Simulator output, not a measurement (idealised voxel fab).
Name of the process module below: voxel fin reveal
FYI the section here is cut, 200 nm wide, cells are 5 nm squares.
Cross-section layout: square cells on a grid; listed as bands, top to bottom; a band spans one or more cell rows.
Heads up on the band format: heights come first, top then bottom, in nm. After that it's the materials left to right, each with its width in nm. A single material flagged "full width" fills the whole band edge to edge, and "blank" means there's empty space there.
Height 0 is the level under which the wafer as received is all one material. The lowest band goes on downwards, as in "from 0 down".
Read "30 to 40" as a graded width: first number on top, second number at the bottom, same change between each pair of neighbouring rows.
"changes: none" means the step left every cell of the cross-section as it was.
"Voids, sealed" contains a list of empty spaces, each no smaller than 8 cells and without an open way to the top, written in the form width x height at distance with the distance from the left edge and all three in nm.
It should be noted that, on the line of a given step, the content following the step's settings is a remark produced by the simulator itself with respect to that step.
The setting "overlay nm" may be written on the line of a step. When the step uses a mask, the value reports how far to the right of the planned place the mask lay, and a negative value reports that it lay to the left.

[Intended process steps]
1,op RECEIVE | material Si
2,op CONFORMAL_DEP | material SiN | thk nm 5
3,op DIRECTIONAL_DEP | material aC | thk nm 10
4,op PATTERN | tone cover | mask id FINS | material resist | width nm 15 | pitch nm 35 | thk nm 30 | overlay nm 0
5,op DIRECTIONAL_ETCH | etch materials aC | depth nm 10
6,op STRIP | etch materials resist
7,op DIRECTIONAL_ETCH | etch materials SiN | depth nm 5
8,op DIRECTIONAL_ETCH | etch materials Si | depth nm 35
9,op STRIP | etch materials aC
10,op OXIDIZE | depth nm 5
11,op FILL_DEP | material SiO2 | thk nm 5
12,op CMP | height nm 5
13,op SELECTIVE_ETCH | etch materials SiO2 | depth nm 20
14,op STRIP | etch materials SiN

[As received (post step 1): cross-section]
from 0 down | Si full width
Voids, sealed: none

[One mistake in running the module, otherwise start and plan as above: cross-section at the end]
from 0 to -35 | 45 of blank; 5 of Si; 30 of blank; 5 of Si; 30 of blank; 5 of Si; 30 of blank; 5 of Si; 45 of blank
from -35 to -40 | 45 of SiO2; 5 of Si; 30 of SiO2; 5 of Si; 30 of SiO2; 5 of Si; 30 of SiO2; 5 of Si; 45 of SiO2
from -40 down | Si full width
Voids, sealed: none
Misprocessing identified: twice, step 13 of the plan was run
